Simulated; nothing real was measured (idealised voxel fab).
process module | voxel quadruple lines
cross-section cut | 245 nm wide | cells 5 nm
A cross-section is a grid of square cells, given in bands from the top down. A band is one or more rows of cells.
Each band's line starts with the height of the band's top and of its bottom, in nm. Then come its materials from left to right, each with its width in nm. One material with "throughout" fills the band from edge to edge. "air" is empty space.
Height 0 is the level under which the wafer as received is all one material. The lowest band goes on downwards, as in "0 down".
A width such as "30 to 40" changes by the same amount from each row of cells to the next, from the band's top row to its bottom row.
"no change" after a step means that no cell of the cross-section changed.
closed voids: empty space of 8 cells or more with no open way to the top, each as width x height at its distance from the left edge, in nm
after a step's settings: what the simulator itself notes on the step
overlay nm, on a step with a mask: how far to the right of its planned place the mask lay; to the left if negative
plan
1 op RECEIVE | material Si
2 op CONFORMAL_DEP | material Al2O3 | thk nm 5
3 op DIRECTIONAL_DEP | material TiN | thk nm 10
4 op DIRECTIONAL_DEP | material polySi | thk nm 20
5 op DIRECTIONAL_DEP | material aC | thk nm 20
6 op PATTERN | tone cover | mask id MANDREL | material resist | width nm 20 | pitch nm 60 | thk nm 25 | overlay nm 0
7 op DIRECTIONAL_ETCH | etch materials aC | depth nm 20
8 op STRIP | etch materials resist
9 op CONFORMAL_DEP | material SiO2 | thk nm 10
10 op DIRECTIONAL_ETCH | etch materials SiO2 | depth nm 10
11 op STRIP | etch materials aC
12 op DIRECTIONAL_ETCH | etch materials polySi | depth nm 20
13 op STRIP | etch materials SiO2
14 op CONFORMAL_DEP | material SiCN | thk nm 5
15 op DIRECTIONAL_ETCH | etch materials SiCN | depth nm 5
16 op STRIP | etch materials polySi
17 op DIRECTIONAL_ETCH | etch materials TiN | depth nm 10
18 op STRIP | etch materials SiCN
19 op FILL_DEP | material SiO2 | thk nm 5
20 op CMP | height nm 15
first wafer, as planned
as received, after step 1
  0 down: Si throughout
  closed voids: none
after step 2
  5 to 0: Al2O3 throughout
  below 0: unchanged
after step 3
  15 to 5: TiN throughout
  below 5: unchanged
after step 4
  35 to 15: polySi throughout
  below 15: unchanged
after step 5
  55 to 35: aC throughout
  below 35: unchanged
after step 6
  80 to 55: air 80 | resist 20 | air 40 | resist 20 | air 85
  below 55: unchanged
after step 7
  60 to 55: air 80 | resist 20 | air 40 | resist 20 | air 85
  55 to 35: air 80 | aC 20 | air 40 | aC 20 | air 85
  below 35: unchanged
after step 8
  55 to 35: air 80 | aC 20 | air 40 | aC 20 | air 85
  below 35: unchanged
after step 9
  65 to 55: air 70 | SiO2 40 | air 20 | SiO2 40 | air 75
  55 to 45: air 70 | SiO2 10 | aC 20 | SiO2 10 | air 20 | SiO2 10 | aC 20 | SiO2 10 | air 75
  45 to 35: SiO2 80 | aC 20 | SiO2 40 | aC 20 | SiO2 85
  below 35: unchanged
after step 10
  55 to 35: air 70 | SiO2 10 | aC 20 | SiO2 10 | air 20 | SiO2 10 | aC 20 | SiO2 10 | air 75
  below 35: unchanged
after step 11
  55 to 35: air 70 | SiO2 10 | air 20 | SiO2 10 | air 20 | SiO2 10 | air 20 | SiO2 10 | air 75
  below 35: unchanged
after step 12
  55 to 35: air 70 | SiO2 10 | air 20 | SiO2 10 | air 20 | SiO2 10 | air 20 | SiO2 10 | air 75
  35 to 15: air 70 | polySi 10 | air 20 | polySi 10 | air 20 | polySi 10 | air 20 | polySi 10 | air 75
  below 15: unchanged
after step 13
  35 to 15: air 70 | polySi 10 | air 20 | polySi 10 | air 20 | polySi 10 | air 20 | polySi 10 | air 75
  below 15: unchanged
after step 14
  40 to 35: air 65 | SiCN 20 | air 10 | SiCN 20 | air 10 | SiCN 20 | air 10 | SiCN 20 | air 70
  35 to 20: air 65 | SiCN 5 | polySi 10 | SiCN 5 | air 10 | SiCN 5 | polySi 10 | SiCN 5 | air 10 | SiCN 5 | polySi 10 | SiCN 5 | air 10 | SiCN 5 | polySi 10 | SiCN 5 | air 70
  20 to 15: SiCN 70 | polySi 10 | SiCN 20 | polySi 10 | SiCN 20 | polySi 10 | SiCN 20 | polySi 10 | SiCN 75
  below 15: unchanged
after step 15
  35 to 15: air 65 | SiCN 5 | polySi 10 | SiCN 5 | air 10 | SiCN 5 | polySi 10 | SiCN 5 | air 10 | SiCN 5 | polySi 10 | SiCN 5 | air 10 | SiCN 5 | polySi 10 | SiCN 5 | air 70
  below 15: unchanged
after step 16
  35 to 15: air 65 | SiCN 5 | air 10 | SiCN 5 | air 10 | SiCN 5 | air 10 | SiCN 5 | air 10 | SiCN 5 | air 10 | SiCN 5 | air 10 | SiCN 5 | air 10 | SiCN 5 | air 70
  below 15: unchanged
after step 17
  35 to 15: air 65 | SiCN 5 | air 10 | SiCN 5 | air 10 | SiCN 5 | air 10 | SiCN 5 | air 10 | SiCN 5 | air 10 | SiCN 5 | air 10 | SiCN 5 | air 10 | SiCN 5 | air 70
  15 to 5: air 65 | TiN 5 | air 10 | TiN 5 | air 10 | TiN 5 | air 10 | TiN 5 | air 10 | TiN 5 | air 10 | TiN 5 | air 10 | TiN 5 | air 10 | TiN 5 | air 70
  below 5: unchanged
after step 18
  15 to 5: air 65 | TiN 5 | air 10 | TiN 5 | air 10 | TiN 5 | air 10 | TiN 5 | air 10 | TiN 5 | air 10 | TiN 5 | air 10 | TiN 5 | air 10 | TiN 5 | air 70
  below 5: unchanged
after step 19
  20 to 15: SiO2 throughout
  15 to 5: SiO2 65 | TiN 5 | SiO2 10 | TiN 5 | SiO2 10 | TiN 5 | SiO2 10 | TiN 5 | SiO2 10 | TiN 5 | SiO2 10 | TiN 5 | SiO2 10 | TiN 5 | SiO2 10 | TiN 5 | SiO2 70
  below 5: unchanged
after step 20
  15 to 5: SiO2 65 | TiN 5 | SiO2 10 | TiN 5 | SiO2 10 | TiN 5 | SiO2 10 | TiN 5 | SiO2 10 | TiN 5 | SiO2 10 | TiN 5 | SiO2 10 | TiN 5 | SiO2 10 | TiN 5 | SiO2 70
  below 5: unchanged
second wafer: like start, like plan, one mistake. Through step 5 it matches the first wafer
when step 6 should have ended
  80 to 55: air 75 | resist 30 | air 30 | resist 30 | air 80
  below 55: unchanged
when step 7 should have ended
  60 to 55: air 75 | resist 30 | air 30 | resist 30 | air 80
  55 to 35: air 75 | aC 30 | air 30 | aC 30 | air 80
  below 35: unchanged
when step 8 should have ended
  55 to 35: air 75 | aC 30 | air 30 | aC 30 | air 80
  below 35: unchanged
when step 9 should have ended
  65 to 55: air 65 | SiO2 50 | air 10 | SiO2 50 | air 70
  55 to 45: air 65 | SiO2 10 | aC 30 | SiO2 10 | air 10 | SiO2 10 | aC 30 | SiO2 10 | air 70
  45 to 35: SiO2 75 | aC 30 | SiO2 30 | aC 30 | SiO2 80
  below 35: unchanged
when step 10 should have ended
  55 to 35: air 65 | SiO2 10 | aC 30 | SiO2 10 | air 10 | SiO2 10 | aC 30 | SiO2 10 | air 70
  below 35: unchanged
when step 11 should have ended
  55 to 35: air 65 | SiO2 10 | air 30 | SiO2 10 | air 10 | SiO2 10 | air 30 | SiO2 10 | air 70
  below 35: unchanged
when step 12 should have ended
  55 to 35: air 65 | SiO2 10 | air 30 | SiO2 10 | air 10 | SiO2 10 | air 30 | SiO2 10 | air 70
  35 to 15: air 65 | polySi 10 | air 30 | polySi 10 | air 10 | polySi 10 | air 30 | polySi 10 | air 70
  below 15: unchanged
when step 13 should have ended
  35 to 15: air 65 | polySi 10 | air 30 | polySi 10 | air 10 | polySi 10 | air 30 | polySi 10 | air 70
  below 15: unchanged
when step 14 should have ended
  40 to 35: air 60 | SiCN 20 | air 20 | SiCN 40 | air 20 | SiCN 20 | air 65
  35 to 20: air 60 | SiCN 5 | polySi 10 | SiCN 5 | air 20 | SiCN 5 | polySi 10 | SiCN 10 | polySi 10 | SiCN 5 | air 20 | SiCN 5 | polySi 10 | SiCN 5 | air 65
  20 to 15: SiCN 65 | polySi 10 | SiCN 30 | polySi 10 | SiCN 10 | polySi 10 | SiCN 30 | polySi 10 | SiCN 70
  below 15: unchanged
when step 15 should have ended
  35 to 15: air 60 | SiCN 5 | polySi 10 | SiCN 5 | air 20 | SiCN 5 | polySi 10 | SiCN 10 | polySi 10 | SiCN 5 | air 20 | SiCN 5 | polySi 10 | SiCN 5 | air 65
  below 15: unchanged
when step 16 should have ended
  35 to 15: air 60 | SiCN 5 | air 10 | SiCN 5 | air 20 | SiCN 5 | air 10 | SiCN 10 | air 10 | SiCN 5 | air 20 | SiCN 5 | air 10 | SiCN 5 | air 65
  below 15: unchanged
when step 17 should have ended
  35 to 15: air 60 | SiCN 5 | air 10 | SiCN 5 | air 20 | SiCN 5 | air 10 | SiCN 10 | air 10 | SiCN 5 | air 20 | SiCN 5 | air 10 | SiCN 5 | air 65
  15 to 5: air 60 | TiN 5 | air 10 | TiN 5 | air 20 | TiN 5 | air 10 | TiN 10 | air 10 | TiN 5 | air 20 | TiN 5 | air 10 | TiN 5 | air 65
  below 5: unchanged
when step 18 should have ended
  15 to 5: air 60 | TiN 5 | air 10 | TiN 5 | air 20 | TiN 5 | air 10 | TiN 10 | air 10 | TiN 5 | air 20 | TiN 5 | air 10 | TiN 5 | air 65
  below 5: unchanged
when step 19 should have ended
  20 to 15: SiO2 throughout
  15 to 5: SiO2 60 | TiN 5 | SiO2 10 | TiN 5 | SiO2 20 | TiN 5 | SiO2 10 | TiN 10 | SiO2 10 | TiN 5 | SiO2 20 | TiN 5 | SiO2 10 | TiN 5 | SiO2 65
  below 5: unchanged
when step 20 should have ended
  15 to 5: SiO2 60 | TiN 5 | SiO2 10 | TiN 5 | SiO2 20 | TiN 5 | SiO2 10 | TiN 10 | SiO2 10 | TiN 5 | SiO2 20 | TiN 5 | SiO2 10 | TiN 5 | SiO2 65
  below 5: unchanged
what went wrong: step 6 ran as: op PATTERN | tone cover | mask id MANDREL | material resist | width nm 30 | pitch nm 60 | thk nm 25 | overlay nm 0
at the end the second wafer has, in cells: as many of each material as the first, in other places
